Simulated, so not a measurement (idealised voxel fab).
Documented hereafter: the process module known as voxel capacitor over wiring.
Shown is cross-section cut, with a width of 195 nm and square cells of size 5 nm.
We lay out every cross-section as a grid of square cells and spell it out in bands from the top down, where one band means one or more rows of cells.
Per band: top height and bottom height in nm, followed by the left-to-right materials and their widths in nm; "full width" marks a single material spanning edge to edge, "blank" marks empty space.
Height is counted from the level 0, under which the received wafer is composed throughout of one material. The lowest of the bands is not closed at the bottom but continues downward, in the notation "0..down".
The two numbers in a width such as "30 to 40" mark its ends across the band: the first belongs to the top row of cells, the second to the bottom row, and from each row to the next the width moves by the same amount.
Step marked "no alteration"? Then no cell in the cross-section changed in it.
In "Closed void entries" the enclosed voids are listed, meaning empty spaces of 8 cells or larger without any opening to the top. The form is width x height at distance, distance from the left edge, units nm.
What comes after the settings on a step's line is commentary from the simulator itself on that step.
overlay nm, on a step with a mask: how far to the right of its planned place the mask lay; to the left if negative
Steps planned for the process:
| 1 | RECEIVE | material Si |
| 2 | CONFORMAL_DEP | material SiO2 | thk nm 15 |
| 3 | DIRECTIONAL_DEP | material TiN | thk nm 5 |
| 4 | DIRECTIONAL_DEP | material W | thk nm 15 |
| 5 | DIRECTIONAL_DEP | material aC | thk nm 15 |
| 6 | PATTERN | tone cover | mask id METAL_1 | material resist | width nm 20 | pitch nm 75 | thk nm 35 | overlay nm 0 |
| 7 | DIRECTIONAL_ETCH | etch materials aC | depth nm 15 |
| 8 | STRIP | etch materials resist |
| 9 | DIRECTIONAL_ETCH | etch materials W | depth nm 15 |
| 10 | DIRECTIONAL_ETCH | etch materials TiN | depth nm 5 |
| 11 | STRIP | etch materials aC |
| 12 | CONFORMAL_DEP | material SiCN | thk nm 5 |
| 13 | FILL_DEP | material lowk | thk nm 5 |
| 14 | CMP | height nm 35 |
| 15 | CONFORMAL_DEP | material SiCN | thk nm 5 |
| 16 | DIRECTIONAL_DEP | material lowk | thk nm 10 |
| 17 | DIRECTIONAL_DEP | material aC | thk nm 15 |
| 18 | PATTERN | tone open | mask id PLUG_1 | material resist | width nm 15 | thk nm 35 | overlay nm 0 |
| 19 | DIRECTIONAL_ETCH | etch materials aC | depth nm 15 |
| 20 | STRIP | etch materials resist |
| 21 | DIRECTIONAL_ETCH | etch materials lowk | depth nm 10 |
| 22 | DIRECTIONAL_ETCH | etch materials SiCN | depth nm 5 |
| 23 | STRIP | etch materials aC |
| 24 | EPI | material Ru | thk nm 10 |
| 25 | EPI | material Ru | thk nm 5 |
| 26 | DIRECTIONAL_DEP | material TiN | thk nm 5 |
| 27 | DIRECTIONAL_DEP | material Al2O3 | thk nm 5 |
| 28 | DIRECTIONAL_DEP | material TiN | thk nm 10 |
| 29 | MASKED_ETCH | tone cover | mask id UPPER_PLATE | width nm 60 | etch materials TiN | depth nm 10 | overlay nm 0 |
| 30 | MASKED_ETCH | tone cover | mask id UPPER_PLATE | width nm 60 | etch materials Al2O3 | depth nm 5 | overlay nm 0 |
| 31 | DIRECTIONAL_DEP | material aC | thk nm 15 |
| 32 | PATTERN | tone cover | mask id LOWER_PLATE | material resist | width nm 70 | thk nm 30 | overlay nm 0 |
| 33 | DIRECTIONAL_ETCH | etch materials aC | depth nm 15 |
| 34 | STRIP | etch materials resist |
| 35 | DIRECTIONAL_ETCH | etch materials TiN | depth nm 5 |
| 36 | STRIP | etch materials aC |
| 37 | FILL_DEP | material SiO2 | thk nm 20 |
| 38 | CMP | height nm 85 |
| 39 | MASKED_ETCH | tone open | mask id PLUG_2 | width nm 15 | etch materials SiO2 | depth nm 15 | overlay nm 0 |
| 40 | CONFORMAL_DEP | material TiN | thk nm 5 |
| 41 | FILL_DEP | material Cu | thk nm 5 |
| 42 | CMP | height nm 85 |
| 43 | CONFORMAL_DEP | material SiCN | thk nm 5 |
Cross-section of the wafer at receipt, which is the condition after step 1:
- 0..down | Si full width
- Closed void entries: none
This is how the wafer looks in cross-section once the module is done, given the starting state and plan above and one mistake in carrying the plan out:
- 90..85 | SiCN full width
- 85..75 | SiO2 (65), then TiN (5), then Cu (5), then TiN (5), then SiO2 (115)
- 75..70 | SiO2 (65), then TiN (15), then SiO2 (115)
- 70..60 | SiO2 (55), then TiN (60), then SiO2 (80)
- 60..55 | SiO2 (55), then Al2O3 (60), then SiO2 (80)
- 55..50 | SiO2 (50), then TiN (70), then SiO2 (75)
- 50..40 | lowk (55), then Ru (15), then lowk (125)
- 40..35 | SiCN (55), then Ru (15), then SiCN (125)
- 35..20 | lowk (45), then SiCN (5), then W (20), then SiCN (5), then lowk (45), then SiCN (5), then W (20), then SiCN (5), then lowk (45)
- 20..15 | SiCN (50), then TiN (20), then SiCN (55), then TiN (20), then SiCN (50)
- 15..0 | SiCN full width
- 0..down | Si full width
- Closed void entries: none
The plan and the run diverged here: step 2 did not happen as planned, as run it was CONFORMAL_DEP | material SiCN | thk nm 15
